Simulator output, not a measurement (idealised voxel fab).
Documented hereafter: the process module known as voxel quadruple lines.
Section shown: cut. Width: 285 nm. Cell size: 5 nm, square.
Notation: cross-section as square-cell grid; stated in bands, top first, going down; one or more cell rows per band.
Top, bottom (nm), then materials left to right with widths (nm); lone material tagged "edge to edge" fills the whole band edge to edge; "blank" = empty space.
Basically, 0 is our baseline, since under it the wafer straight out of the box is all one material. The bottom band has no lower end and keeps on going down, so it looks like "0 nm and below".
A width given as "30->40" starts at the first number in the band's top row and ends at the second number in its bottom row, shifting by an equal amount at every step from row to row.
Take "nothing was modified" at face value: in the step it is given for, the cross-section changed in none of its cells.
Voids not open to the top, 8 cells minimum: see "Listed closed voids". Written width x height at distance; distance is from the left edge; nm.
after a step's settings: what the simulator itself notes on the step
overlay nm: step with mask; distance mask lay right of planned place; negative value = left of planned place.

-- Steps planned for the process
step 1: RECEIVE (material Si)
step 2: CONFORMAL_DEP (material SiO2; thk nm 5)
step 3: DIRECTIONAL_DEP (material W; thk nm 10)
step 4: DIRECTIONAL_DEP (material polySi; thk nm 20)
step 5: DIRECTIONAL_DEP (material aC; thk nm 25)
step 6: PATTERN (tone cover; mask id MANDREL; material resist; width nm 20; pitch nm 60; thk nm 35; overlay nm -15)
step 7: DIRECTIONAL_ETCH (etch materials aC; depth nm 25)
step 8: STRIP (etch materials resist)
step 9: CONFORMAL_DEP (material SiO2; thk nm 10)
step 10: DIRECTIONAL_ETCH (etch materials SiO2; depth nm 10)
step 11: STRIP (etch materials aC)
step 12: DIRECTIONAL_ETCH (etch materials polySi; depth nm 20)
step 13: STRIP (etch materials SiO2)
step 14: CONFORMAL_DEP (material SiCN; thk nm 5)
step 15: DIRECTIONAL_ETCH (etch materials SiCN; depth nm 5)
step 16: STRIP (etch materials polySi)
step 17: DIRECTIONAL_ETCH (etch materials W; depth nm 10)
step 18: STRIP (etch materials SiCN)
The overlay nm used in step 6 is not the same on every wafer, whereas the starting condition is; the value printed in the plan is the first wafer's.

-- So this is the first of several wafers, cross-sectioned as it came to us, meaning it's at the end of step 1
    0 nm and below | Si edge to edge
    Listed closed voids: none

-- The following table contains a row per wafer, in which are reported, at the conclusion of the module, the cells of each material gained (+) or lost (-) since the wafer's receipt, with its closed voids given thereafter
overlay nm -15 | +57 SiO2 | +16 W | Listed closed voids: none
overlay nm -10 | +57 SiO2 | +16 W | Listed closed voids: none
overlay nm -5 | +57 SiO2 | +16 W | Listed closed voids: none
overlay nm 0 | +57 SiO2 | +16 W | Listed closed voids: none
overlay nm 5 | +57 SiO2 | +16 W | Listed closed voids: none
overlay nm 10 | +57 SiO2 | +16 W | Listed closed voids: none
overlay nm 15 | +57 SiO2 | +16 W | Listed closed voids: none
